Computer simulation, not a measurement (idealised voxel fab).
process module | voxel trench capacitor
cross-section cut | 160 nm wide | cells 5 nm
A cross-section is a grid of square cells, given in bands from the top down. A band is one or more rows of cells.
Each band's line starts with the height of the band's top and of its bottom, in nm. Then come its materials from left to right, each with its width in nm. One material with "throughout" fills the band from edge to edge. "air" is empty space.
Height 0 is the level under which the wafer as received is all one material. The lowest band goes on downwards, as in "0 down".
A width such as "30 to 40" changes by the same amount from each row of cells to the next, from the band's top row to its bottom row.
"no change" after a step means that no cell of the cross-section changed.
closed voids: empty space of 8 cells or more with no open way to the top, each as width x height at its distance from the left edge, in nm
after a step's settings: what the simulator itself notes on the step
overlay nm, on a step with a mask: how far to the right of its planned place the mask lay; to the left if negative
plan
1 op RECEIVE | material Si
2 op CONFORMAL_DEP | material SiN | thk nm 5
3 op DIRECTIONAL_DEP | material aC | thk nm 15
4 op PATTERN | tone open | mask id TRENCH | material resist | width nm 15 | pitch nm 35 | thk nm 30 | overlay nm 0
5 op DIRECTIONAL_ETCH | etch materials aC | depth nm 15
6 op STRIP | etch materials resist
7 op DIRECTIONAL_ETCH | etch materials SiN | depth nm 5
8 op DIRECTIONAL_ETCH | etch materials Si | depth nm 25
9 op STRIP | etch materials aC
10 op CONFORMAL_DEP | material Al2O3 | thk nm 5
11 op FILL_DEP | material polySi | thk nm 5
12 op CMP | height nm 5
as received, after step 1
  0 down: Si throughout
  closed voids: none
first wafer at the end, as planned
  5 to 0: SiN 55 | Al2O3 5 | polySi 5 | Al2O3 5 | SiN 20 | Al2O3 5 | polySi 5 | Al2O3 5 | SiN 55
  0 to -20: Si 55 | Al2O3 5 | polySi 5 | Al2O3 5 | Si 20 | Al2O3 5 | polySi 5 | Al2O3 5 | Si 55
  -20 to -25: Si 55 | Al2O3 15 | Si 20 | Al2O3 15 | Si 55
  -25 down: Si throughout
  closed voids: none
second wafer at the end: like start, like plan, one mistake
  5 to 0: SiN 55 | Al2O3 5 | polySi 5 | Al2O3 5 | SiN 20 | Al2O3 5 | polySi 5 | Al2O3 5 | SiN 55
  0 to -25: Si 55 | Al2O3 5 | polySi 5 | Al2O3 5 | Si 20 | Al2O3 5 | polySi 5 | Al2O3 5 | Si 55
  -25 to -30: Si 55 | Al2O3 15 | Si 20 | Al2O3 15 | Si 55
  -30 down: Si throughout
  closed voids: none
what went wrong: step 8 ran as: op DIRECTIONAL_ETCH | etch materials Si | depth nm 30
at the end the second wafer has, in cells: 4 more of Al2O3 | 6 fewer of Si | 2 more of polySi
